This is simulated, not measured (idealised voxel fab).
Process module, titled voxel gate over fins
Square cell edge 5 nm, section width 230 nm, ID cut.
For the purposes of this document, a cross-section shall be understood as a grid of square cells, specified as bands listed in top-to-bottom order, each band consisting of one or more rows of cells. Quick guide to a band line: top height, bottom height (nm) up front; then every material left to right with its width in nm. Only one material and it's marked "full width"? Then it fills the band edge to edge. And "air" just means empty space. Zero point of the height axis is 0; under it, received wafer = one material. Lowest band: continues down indefinitely, "0 and below". The width entry "30 to 40" should be interpreted row by row: the top row of cells in the band takes the first number, the bottom row takes the second number, and the change between adjacent rows is uniform throughout. "no change" after a step means that no cell of the cross-section changed. In "closed voids" the enclosed voids are listed, meaning empty spaces of 8 cells or larger without any opening to the top. The form is width x height at distance, distance from the left edge, units nm. The remark found on a step's line after its settings is issued by the simulator itself and pertains to that step. A step's line can hold "overlay nm"; with a mask on that step, the setting says how far right of the planned place the mask lay, while a negative setting says it lay to the left.

Steps planned for the process
- 1: RECEIVE (material Si)
- 2: CONFORMAL_DEP (material SiN; thk nm 10)
- 3: MASKED_ETCH (tone cover; mask id FINS; width nm 15; pitch nm 50; etch materials SiN; depth nm 10; overlay nm 0)
- 4: MASKED_ETCH (tone cover; mask id FINS; width nm 15; pitch nm 50; etch materials Si; depth nm 35; overlay nm 0)
- 5: FILL_DEP (material SiO2; thk nm 5)
- 6: CMP (height nm 10)
- 7: MASKED_ETCH (tone open; mask id RAIL; width nm 15; etch materials SiO2; depth nm 40; overlay nm 0)
- 8: CONFORMAL_DEP (material TiN; thk nm 5)
- 9: FILL_DEP (material Ru; thk nm 10)
- 10: CMP (height nm 10)
- 11: SELECTIVE_ETCH (etch materials W Ru TiN; depth nm 35)
- 12: FILL_DEP (material SiO2; thk nm 5)
- 13: CMP (height nm 10)
- 14: SELECTIVE_ETCH (etch materials SiO2; depth nm 25)
- 15: STRIP (etch materials SiN)
- 16: CONFORMAL_DEP (material HfO2; thk nm 5)
- 17: CONFORMAL_DEP (material TiN; thk nm 5)
- 18: CONFORMAL_DEP (material TiAl; thk nm 5)
- 19: CONFORMAL_DEP (material TiN; thk nm 5)
- 20: FILL_DEP (material W; thk nm 10)
- 21: CMP (height nm 25)
- 22: CONFORMAL_DEP (material SiCN; thk nm 5)

As-received state of the wafer in cross-section, equivalent to post-step 1
  0 and below: Si full width
  closed voids: none

Cross-section taken at module completion on the first of two wafers; processed per the plan
  30 down to 25: SiCN full width
  25 down to 20: W full width
  20 down to 15: W=60 / TiN=105 / W=65
  15 down to 10: W=60 / TiN=5 / TiAl=45 / TiN=5 / TiAl=45 / TiN=5 / W=65
  10 down to 5: W=60 / TiN=5 / TiAl=5 / TiN=35 / TiAl=5 / TiN=5 / TiAl=5 / TiN=35 / TiAl=5 / TiN=5 / W=65
  5 down to 0: TiN=65 / TiAl=5 / TiN=5 / HfO2=25 / TiN=5 / TiAl=5 / TiN=5 / TiAl=5 / TiN=5 / HfO2=25 / TiN=5 / TiAl=5 / TiN=70
  0 down to -5: TiAl=70 / TiN=5 / HfO2=5 / Si=15 / HfO2=5 / TiN=5 / TiAl=15 / TiN=5 / HfO2=5 / Si=15 / HfO2=5 / TiN=5 / TiAl=75
  -5 down to -10: TiN=75 / HfO2=5 / Si=15 / HfO2=5 / TiN=25 / HfO2=5 / Si=15 / HfO2=5 / TiN=80
  -10 down to -15: HfO2=80 / Si=15 / HfO2=35 / Si=15 / HfO2=85
  -15 down to -25: SiO2=80 / Si=15 / SiO2=35 / Si=15 / SiO2=85
  -25 down to -30: SiO2=80 / Si=15 / SiO2=10 / TiN=15 / SiO2=10 / Si=15 / SiO2=85
  -30 down to -35: SiO2=80 / Si=15 / SiO2=35 / Si=15 / SiO2=85
  -35 and below: Si full width
  closed voids: none

Cross-sectional view: second of two wafers, end of module; start and plan identical to the first, one mistake in running
  30 down to 25: SiCN full width
  25 down to 20: W full width
  20 down to 15: W=60 / TiN=105 / W=65
  15 down to 10: W=60 / TiN=5 / TiAl=45 / TiN=5 / TiAl=45 / TiN=5 / W=65
  10 down to 5: W=60 / TiN=5 / TiAl=5 / HfO2=35 / TiAl=5 / TiN=5 / TiAl=5 / HfO2=35 / TiAl=5 / TiN=5 / W=65
  5 down to 0: TiN=65 / TiAl=5 / HfO2=5 / TiN=25 / HfO2=5 / TiAl=5 / TiN=5 / TiAl=5 / HfO2=5 / TiN=25 / HfO2=5 / TiAl=5 / TiN=70
  0 down to -5: TiAl=70 / HfO2=5 / TiN=5 / Si=15 / TiN=5 / HfO2=5 / TiAl=15 / HfO2=5 / TiN=5 / Si=15 / TiN=5 / HfO2=5 / TiAl=75
  -5 down to -10: HfO2=75 / TiN=5 / Si=15 / TiN=5 / HfO2=25 / TiN=5 / Si=15 / TiN=5 / HfO2=80
  -10 down to -15: TiN=80 / Si=15 / TiN=35 / Si=15 / TiN=85
  -15 down to -25: SiO2=80 / Si=15 / SiO2=35 / Si=15 / SiO2=85
  -25 down to -30: SiO2=80 / Si=15 / SiO2=10 / TiN=15 / SiO2=10 / Si=15 / SiO2=85
  -30 down to -35: SiO2=80 / Si=15 / SiO2=35 / Si=15 / SiO2=85
  -35 and below: Si full width
  closed voids: none
what went wrong: steps 16 and 17 run out of order (swapped)
Same inventory, different map: at the end, the second wafer holds as many cells of each material as the first, placed elsewhere.
